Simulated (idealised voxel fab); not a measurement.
Process module in this document: voxel trench capacitor
Section cut is 200 nm wide and gridded with 5 nm square cells.
Bands, listed from the top down, are how a cross-section gets written in this document; the cross-section itself is a grid of square cells, and a band is one or more rows of them.
Within each band entry, the heights of the top and of the bottom of the band appear first, in that order and in nm; the materials of the band then follow from left to right, each with its corresponding width in nm. The designation "throughout" on a single material indicates that it fills the band from edge to edge; the designation "blank" indicates empty space.
Basically, 0 is our baseline, since under it the wafer straight out of the box is all one material. The bottom band has no lower end and keeps on going down, so it looks like "from 0 down".
Graded width ("30 to 40"): value in top row of band = first number; value in bottom row = second number; row-to-row change constant.
For the purposes of this document, the phrase "same as before" attached to a step denotes that no cell within the cross-section was modified by that step.
So "Sealed internal cavities" is basically the list of trapped voids: any empty space of 8 cells or more that can't reach the top through an opening. They're written width x height at distance, the distance being from the left edge, and it's all nm.
The remark found on a step's line after its settings is issued by the simulator itself and pertains to that step.
"overlay nm", when on a step's line for a step with a mask, measures how far to the right of its planned place the mask lay; a negative measure means to the left.
[Steps in the process plan]
1: RECEIVE [material Si]
2: CONFORMAL_DEP [material SiN] [thk nm 5]
3: DIRECTIONAL_DEP [material aC] [thk nm 10]
4: PATTERN [tone open] [mask id TRENCH] [material resist] [width nm 15] [pitch nm 55] [thk nm 30] [overlay nm 0]
5: DIRECTIONAL_ETCH [etch materials aC] [depth nm 10]
6: STRIP [etch materials resist]
7: DIRECTIONAL_ETCH [etch materials SiN] [depth nm 5]
8: DIRECTIONAL_ETCH [etch materials Si] [depth nm 35]
9: STRIP [etch materials aC]
10: CONFORMAL_DEP [material Al2O3] [thk nm 5]
11: FILL_DEP [material polySi] [thk nm 5]
12: CMP [height nm 5]
The value of width nm given for step 4 in the plan refers to the first wafer; the wafers vary in this setting and are alike at the start.
[Cross-section: the first of several wafers in its as-received state, i.e. following step 1]
* from 0 down: Si throughout
* Sealed internal cavities: none
[Table: wafers, a row each; end-of-module cell change per material since receipt, gain (+), loss (-); then closed voids]
width nm 15, +34 Al2O3, -42 Si, +34 SiN, +14 polySi, Sealed internal cavities: none
width nm 20, +36 Al2O3, -56 Si, +32 SiN, +28 polySi, Sealed internal cavities: none
width nm 25, +38 Al2O3, -70 Si, +30 SiN, +42 polySi, Sealed internal cavities: none
width nm 30, +40 Al2O3, -84 Si, +28 SiN, +56 polySi, Sealed internal cavities: none
width nm 35, +42 Al2O3, -98 Si, +26 SiN, +70 polySi, Sealed internal cavities: none
width nm 40, +44 Al2O3, -112 Si, +24 SiN, +84 polySi, Sealed internal cavities: none
